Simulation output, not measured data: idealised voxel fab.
The process module presented herein is designated voxel spacer lines.
Cross-sectional view cut (width: 175 nm; square cell size: 5 nm).
Throughout this document, each cross-section is represented as a grid of square cells and is presented as a sequence of bands enumerated from the top downward, where a band comprises one or more rows of cells.
Heights first: top, then bottom, in nm. Then materials, left to right, each with a width in nm. "all across" on a single material: fills the band edge to edge. "air": empty space.
Heights are measured from 0, the level below which the as-received wafer is all one material; the lowest band has no bottom and continues downward, written as in "z 0 and below".
Top row gets the first number, bottom row gets the second, and each row in between changes by the same step: that is how a band width like "30..40" works.
When a step is marked "remains unaltered", none of the cells in the cross-section changed during that step.
Reported under the label "Enclosed void list" are the empty spaces having no open way to the top and comprising 8 cells or more; the notation for each is width x height at distance, in which the distance is measured from the left edge and all three values are in nm.
What comes after the settings on a step's line is commentary from the simulator itself on that step.
If you see "overlay nm" on a step's line and that step has a mask, it's telling you how far right of where it was planned the mask ended up; a negative number means it went left instead.
### Below is the list of planned process steps
step 1: RECEIVE,material Si
step 2: CONFORMAL_DEP,material Al2O3,thk nm 10
step 3: DIRECTIONAL_DEP,material TiN,thk nm 15
step 4: DIRECTIONAL_DEP,material polySi,thk nm 25
step 5: PATTERN,tone cover,mask id MANDREL,material resist,width nm 25,pitch nm 70,thk nm 30,overlay nm 0
step 6: DIRECTIONAL_ETCH,etch materials polySi,depth nm 25
step 7: STRIP,etch materials resist
step 8: CONFORMAL_DEP,material SiN,thk nm 10
step 9: DIRECTIONAL_ETCH,etch materials SiN,depth nm 10
step 10: STRIP,etch materials polySi
step 11: DIRECTIONAL_ETCH,etch materials TiN,depth nm 15
step 12: STRIP,etch materials SiN
### Incoming wafer in cross-section (state: after step 1)
	z 0 and below = Si all across
	Enclosed void list: none
### Post-module cross-section of the first of two wafers (run per plan)
	z 25 to 10 = 30 of air, then 10 of TiN, then 25 of air, then 10 of TiN, then 25 of air, then 10 of TiN, then 25 of air, then 10 of TiN, then 30 of air
	z 10 to 0 = Al2O3 all across
	z 0 and below = Si all across
	Enclosed void list: none
### Cross-sectional view: second of two wafers, end of module; start and plan identical to the first, one mistake in running
	z 25 to 10 = 40 of air, then 10 of TiN, then 5 of air, then 10 of TiN, then 45 of air, then 10 of TiN, then 5 of air, then 10 of TiN, then 40 of air
	z 10 to 0 = Al2O3 all across
	z 0 and below = Si all across
	Enclosed void list: none
So what did we get wrong on this run? step 5 was processed under conditions differing from the plan, specifically as PATTERN,tone open,mask id MANDREL,material resist,width nm 25,pitch nm 70,thk nm 30,overlay nm 0
The two final wafers agree on how many cells each material fills and disagree on which cells those are.
